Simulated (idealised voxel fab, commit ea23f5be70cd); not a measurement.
The name of this process module is voxel gate over fins.
Shown is cross-section cut, with a width of 280 nm and square cells of size 5 nm.
Cross-section format: a grid of square cells, given as bands from top to bottom; each band is one or more rows of cells. It is stipulated that each band's entry specify, in nanometres, the height of the top of the band and then that of its bottom, followed by the materials of the band in left-to-right sequence, each together with its width in nanometres. A single material marked by the word "edge to edge" is understood to fill the band from edge to edge; the word "blank" is understood to denote empty space. Height 0 is the level under which the wafer as received is all one material. The lowest band goes on downwards, as in "from 0 down". So if you see something like "30->40" for the width, read it as the top row of the band sitting at the first number and the bottom row at the second, with every row in between moving by the same amount as the last. Basically "nothing altered" means that step didn't change any cell in the cross-section. "Listed closed voids" contains a list of empty spaces, each no smaller than 8 cells and without an open way to the top, written in the form width x height at distance with the distance from the left edge and all three in nm. Anything after a step's settings on that line? It's the simulator's own note about the step. "overlay nm" on a masked step: distance the mask lay right of its planned place, negative for left.
**List of planned process steps**
1 RECEIVE,material Si
2 CONFORMAL_DEP,material SiN,thk nm 10
3 DIRECTIONAL_DEP,material aC,thk nm 10
4 PATTERN,tone cover,mask id FINS,material resist,width nm 15,pitch nm 60,thk nm 30,overlay nm 0
5 DIRECTIONAL_ETCH,etch materials aC,depth nm 10
6 STRIP,etch materials resist
7 DIRECTIONAL_ETCH,etch materials SiN,depth nm 10
8 DIRECTIONAL_ETCH,etch materials Si,depth nm 35
9 STRIP,etch materials aC
10 FILL_DEP,material SiO2,thk nm 15
11 CMP,height nm 10
12 DIRECTIONAL_DEP,material aC,thk nm 10
13 PATTERN,tone open,mask id RAIL,material resist,width nm 15,thk nm 25,overlay nm 0
14 DIRECTIONAL_ETCH,etch materials aC,depth nm 10
15 STRIP,etch materials resist
16 DIRECTIONAL_ETCH,etch materials SiO2,depth nm 40
17 STRIP,etch materials aC
18 CONFORMAL_DEP,material TiN,thk nm 5
19 FILL_DEP,material W,thk nm 5
20 CMP,height nm 10
21 SELECTIVE_ETCH,etch materials W Ru TiN,depth nm 30
22 FILL_DEP,material SiO2,thk nm 5
23 CMP,height nm 10
24 SELECTIVE_ETCH,etch materials SiO2,depth nm 25
25 STRIP,etch materials SiN
26 CONFORMAL_DEP,material HfO2,thk nm 5
27 CONFORMAL_DEP,material TiN,thk nm 5
28 CONFORMAL_DEP,material TiAl,thk nm 5
29 CONFORMAL_DEP,material TiN,thk nm 5
30 FILL_DEP,material W,thk nm 10
31 CMP,height nm 25
32 CONFORMAL_DEP,material SiCN,thk nm 10
**As-received state of the wafer in cross-section, equivalent to post-step 1**
* from 0 down: Si edge to edge
* Listed closed voids: none
**first wafer at the end, as planned**
* from 35 to 25: SiCN edge to edge
* from 25 to 20: W edge to edge
* from 20 to 15: 20 of W; 55 of TiN; 5 of W; 55 of TiN; 5 of W; 55 of TiN; 5 of W; 55 of TiN; 25 of W
* from 15 to 10: 20 of W; 5 of TiN; 45 of TiAl; 5 of TiN; 5 of W; 5 of TiN; 45 of TiAl; 5 of TiN; 5 of W; 5 of TiN; 45 of TiAl; 5 of TiN; 5 of W; 5 of TiN; 45 of TiAl; 5 of TiN; 25 of W
* from 10 to 5: 20 of W; 5 of TiN; 5 of TiAl; 35 of TiN; 5 of TiAl; 5 of TiN; 5 of W; 5 of TiN; 5 of TiAl; 35 of TiN; 5 of TiAl; 5 of TiN; 5 of W; 5 of TiN; 5 of TiAl; 35 of TiN; 5 of TiAl; 5 of TiN; 5 of W; 5 of TiN; 5 of TiAl; 35 of TiN; 5 of TiAl; 5 of TiN; 25 of W
* from 5 to 0: 25 of TiN; 5 of TiAl; 5 of TiN; 25 of HfO2; 5 of TiN; 5 of TiAl; 15 of TiN; 5 of TiAl; 5 of TiN; 25 of HfO2; 5 of TiN; 5 of TiAl; 15 of TiN; 5 of TiAl; 5 of TiN; 25 of HfO2; 5 of TiN; 5 of TiAl; 15 of TiN; 5 of TiAl; 5 of TiN; 25 of HfO2; 5 of TiN; 5 of TiAl; 30 of TiN
* from 0 to -5: 30 of TiAl; 5 of TiN; 5 of HfO2; 15 of Si; 5 of HfO2; 5 of TiN; 25 of TiAl; 5 of TiN; 5 of HfO2; 15 of Si; 5 of HfO2; 5 of TiN; 25 of TiAl; 5 of TiN; 5 of HfO2; 15 of Si; 5 of HfO2; 5 of TiN; 25 of TiAl; 5 of TiN; 5 of HfO2; 15 of Si; 5 of HfO2; 5 of TiN; 35 of TiAl
* from -5 to -10: 35 of TiN; 5 of HfO2; 15 of Si; 5 of HfO2; 35 of TiN; 5 of HfO2; 15 of Si; 5 of HfO2; 35 of TiN; 5 of HfO2; 15 of Si; 5 of HfO2; 35 of TiN; 5 of HfO2; 15 of Si; 5 of HfO2; 40 of TiN
* from -10 to -15: 40 of HfO2; 15 of Si; 45 of HfO2; 15 of Si; 45 of HfO2; 15 of Si; 45 of HfO2; 15 of Si; 45 of HfO2
* from -15 to -20: 40 of SiO2; 15 of Si; 45 of SiO2; 15 of Si; 45 of SiO2; 15 of Si; 45 of SiO2; 15 of Si; 45 of SiO2
* from -20 to -25: 40 of SiO2; 15 of Si; 15 of SiO2; 5 of TiN; 5 of W; 5 of TiN; 15 of SiO2; 15 of Si; 45 of SiO2; 15 of Si; 45 of SiO2; 15 of Si; 45 of SiO2
* from -25 to -30: 40 of SiO2; 15 of Si; 15 of SiO2; 15 of TiN; 15 of SiO2; 15 of Si; 45 of SiO2; 15 of Si; 45 of SiO2; 15 of Si; 45 of SiO2
* from -30 to -35: 40 of SiO2; 15 of Si; 45 of SiO2; 15 of Si; 45 of SiO2; 15 of Si; 45 of SiO2; 15 of Si; 45 of SiO2
* from -35 down: Si edge to edge
* Listed closed voids: none
**Module end: cross-section of wafer two of two. Same start and process plan as the first wafer. One mistake during execution**
* from 35 to 25: SiCN edge to edge
* from 25 to 15: TiN edge to edge
* from 15 to 10: 25 of TiN; 45 of TiAl; 15 of TiN; 45 of TiAl; 15 of TiN; 45 of TiAl; 15 of TiN; 45 of TiAl; 30 of TiN
* from 10 to 5: 25 of TiN; 5 of TiAl; 35 of TiN; 5 of TiAl; 15 of TiN; 5 of TiAl; 35 of TiN; 5 of TiAl; 15 of TiN; 5 of TiAl; 35 of TiN; 5 of TiAl; 15 of TiN; 5 of TiAl; 35 of TiN; 5 of TiAl; 30 of TiN
* from 5 to 0: 25 of TiN; 5 of TiAl; 5 of TiN; 25 of HfO2; 5 of TiN; 5 of TiAl; 15 of TiN; 5 of TiAl; 5 of TiN; 25 of HfO2; 5 of TiN; 5 of TiAl; 15 of TiN; 5 of TiAl; 5 of TiN; 25 of HfO2; 5 of TiN; 5 of TiAl; 15 of TiN; 5 of TiAl; 5 of TiN; 25 of HfO2; 5 of TiN; 5 of TiAl; 30 of TiN
* from 0 to -5: 30 of TiAl; 5 of TiN; 5 of HfO2; 15 of Si; 5 of HfO2; 5 of TiN; 25 of TiAl; 5 of TiN; 5 of HfO2; 15 of Si; 5 of HfO2; 5 of TiN; 25 of TiAl; 5 of TiN; 5 of HfO2; 15 of Si; 5 of HfO2; 5 of TiN; 25 of TiAl; 5 of TiN; 5 of HfO2; 15 of Si; 5 of HfO2; 5 of TiN; 35 of TiAl
* from -5 to -10: 35 of TiN; 5 of HfO2; 15 of Si; 5 of HfO2; 35 of TiN; 5 of HfO2; 15 of Si; 5 of HfO2; 35 of TiN; 5 of HfO2; 15 of Si; 5 of HfO2; 35 of TiN; 5 of HfO2; 15 of Si; 5 of HfO2; 40 of TiN
* from -10 to -15: 40 of HfO2; 15 of Si; 45 of HfO2; 15 of Si; 45 of HfO2; 15 of Si; 45 of HfO2; 15 of Si; 45 of HfO2
* from -15 to -20: 40 of SiO2; 15 of Si; 45 of SiO2; 15 of Si; 45 of SiO2; 15 of Si; 45 of SiO2; 15 of Si; 45 of SiO2
* from -20 to -25: 40 of SiO2; 15 of Si; 15 of SiO2; 5 of TiN; 5 of W; 5 of TiN; 15 of SiO2; 15 of Si; 45 of SiO2; 15 of Si; 45 of SiO2; 15 of Si; 45 of SiO2
* from -25 to -30: 40 of SiO2; 15 of Si; 15 of SiO2; 15 of TiN; 15 of SiO2; 15 of Si; 45 of SiO2; 15 of Si; 45 of SiO2; 15 of Si; 45 of SiO2
* from -30 to -35: 40 of SiO2; 15 of Si; 45 of SiO2; 15 of Si; 45 of SiO2; 15 of Si; 45 of SiO2; 15 of Si; 45 of SiO2
* from -35 down: Si edge to edge
* Listed closed voids: none
What was the processing mistake? step 30: run off-plan, actual operation and settings FILL_DEP,material TiN,thk nm 10
End of process, cell counts, second wafer against first, materials with more or fewer: 92 more of TiN | 92 fewer of W
